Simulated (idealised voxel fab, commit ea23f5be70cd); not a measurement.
voxel capacitor over wiring: a process module
Cross-section cut spans 210 nm and uses square cells 5 nm in size.
If you're reading a cross-section in this doc, picture square cells in a grid; it comes to you as bands, top ones listed first down to the bottom, and a band can be one or more rows of cells.
Band: top height; bottom height; in nm. Then, left to right: material with width in nm, for each material. "all across": a single material spanning edge to edge. "blank": empty space.
Note: height 0 marks the level under which the wafer is uniformly one material as received. Lowest band unbounded below, written "0 down".
A width given as "30..40" starts at the first number in the band's top row and ends at the second number in its bottom row, shifting by an equal amount at every step from row to row.
Given "remained the same" for a step, no cell of the cross-section differs between before and after that step.
The label "Voids, enclosed" introduces a list of the empty spaces, 8 cells or larger, that have no open way up to the top; each entry in it reads width x height at distance, where the distance is taken from the left edge and all three are stated in nm.
Note: text after step settings on the step line = simulator remark on that step.
You can add "overlay nm" to a step's line. For a step with a mask, it describes how far the mask lay to the right of its planned position, and a negative number describes a lay to the left.

**Listed below are the process steps as planned**
| 1 | op RECEIVE | material Si |
| 2 | op CONFORMAL_DEP | material SiO2 | thk nm 15 |
| 3 | op DIRECTIONAL_DEP | material TiN | thk nm 5 |
| 4 | op DIRECTIONAL_DEP | material W | thk nm 20 |
| 5 | op PATTERN | tone cover | mask id METAL_1 | material resist | width nm 25 | pitch nm 85 | thk nm 15 | overlay nm 0 |
| 6 | op DIRECTIONAL_ETCH | etch materials W | depth nm 20 |
| 7 | op DIRECTIONAL_ETCH | etch materials TiN | depth nm 5 |
| 8 | op STRIP | etch materials resist |
| 9 | op CONFORMAL_DEP | material SiN | thk nm 5 |
| 10 | op FILL_DEP | material lowk | thk nm 5 |
| 11 | op CMP | height nm 40 |
| 12 | op CONFORMAL_DEP | material SiCN | thk nm 5 |
| 13 | op DIRECTIONAL_DEP | material lowk | thk nm 15 |
| 14 | op DIRECTIONAL_DEP | material aC | thk nm 15 |
| 15 | op PATTERN | tone open | mask id PLUG_1 | material resist | width nm 15 | thk nm 30 | overlay nm 0 |
| 16 | op DIRECTIONAL_ETCH | etch materials aC | depth nm 15 |
| 17 | op STRIP | etch materials resist |
| 18 | op DIRECTIONAL_ETCH | etch materials lowk | depth nm 15 |
| 19 | op DIRECTIONAL_ETCH | etch materials SiCN | depth nm 5 |
| 20 | op STRIP | etch materials aC |
| 21 | op EPI | material Ru | thk nm 10 |
| 22 | op EPI | material Ru | thk nm 10 |
| 23 | op DIRECTIONAL_DEP | material TiN | thk nm 10 |
| 24 | op DIRECTIONAL_DEP | material SiN | thk nm 5 |
| 25 | op DIRECTIONAL_DEP | material TiN | thk nm 5 |
| 26 | op PATTERN | tone cover | mask id UPPER_PLATE | material resist | width nm 65 | thk nm 15 | overlay nm 0 |
| 27 | op DIRECTIONAL_ETCH | etch materials TiN | depth nm 5 |
| 28 | op DIRECTIONAL_ETCH | etch materials SiN | depth nm 5 |
| 29 | op STRIP | etch materials resist |
| 30 | op PATTERN | tone cover | mask id LOWER_PLATE | material resist | width nm 75 | thk nm 20 | overlay nm 0 |
| 31 | op DIRECTIONAL_ETCH | etch materials TiN | depth nm 10 |
| 32 | op STRIP | etch materials resist |
| 33 | op FILL_DEP | material SiO2 | thk nm 15 |
| 34 | op CMP | height nm 90 |
| 35 | op DIRECTIONAL_DEP | material aC | thk nm 10 |
| 36 | op PATTERN | tone open | mask id PLUG_2 | material resist | width nm 15 | thk nm 30 | overlay nm 0 |
| 37 | op DIRECTIONAL_ETCH | etch materials aC | depth nm 10 |
| 38 | op STRIP | etch materials resist |
| 39 | op DIRECTIONAL_ETCH | etch materials SiO2 | depth nm 10 |
| 40 | op STRIP | etch materials aC |
| 41 | op CONFORMAL_DEP | material TiN | thk nm 5 |
| 42 | op FILL_DEP | material Ru | thk nm 10 |
| 43 | op CMP | height nm 90 |
| 44 | op CONFORMAL_DEP | material SiCN | thk nm 5 |

**as received, after step 1**
  0 down: Si all across
  Voids, enclosed: none

**One mistake in running the module, otherwise start and plan as above: cross-section at the end**
  95 to 90: SiCN all across
  90 to 85: 70 of SiO2, then 5 of TiN, then 5 of Ru, then 5 of TiN, then 125 of SiO2
  85 to 75: 70..60 of SiO2, then 15..65 of TiN, then 125..85 of SiO2
  75 to 70: 60 of SiO2, then 65 of SiN, then 85 of SiO2
  70 to 60: 55 of SiO2, then 75 of TiN, then 80 of SiO2
  60 to 45: 60 of lowk, then 15 of Ru, then 135 of lowk
  45 to 40: 60 of SiCN, then 15 of Ru, then 135 of SiCN
  40 to 35: 50 of SiN, then 25 of TiN, then 60 of SiN, then 25 of TiN, then 50 of SiN
  35 to 15: W all across
  15 to 0: SiO2 all across
  0 down: Si all across
  Voids, enclosed: none
what went wrong: note: step 3 <-> step 4, run order reversed vs plan
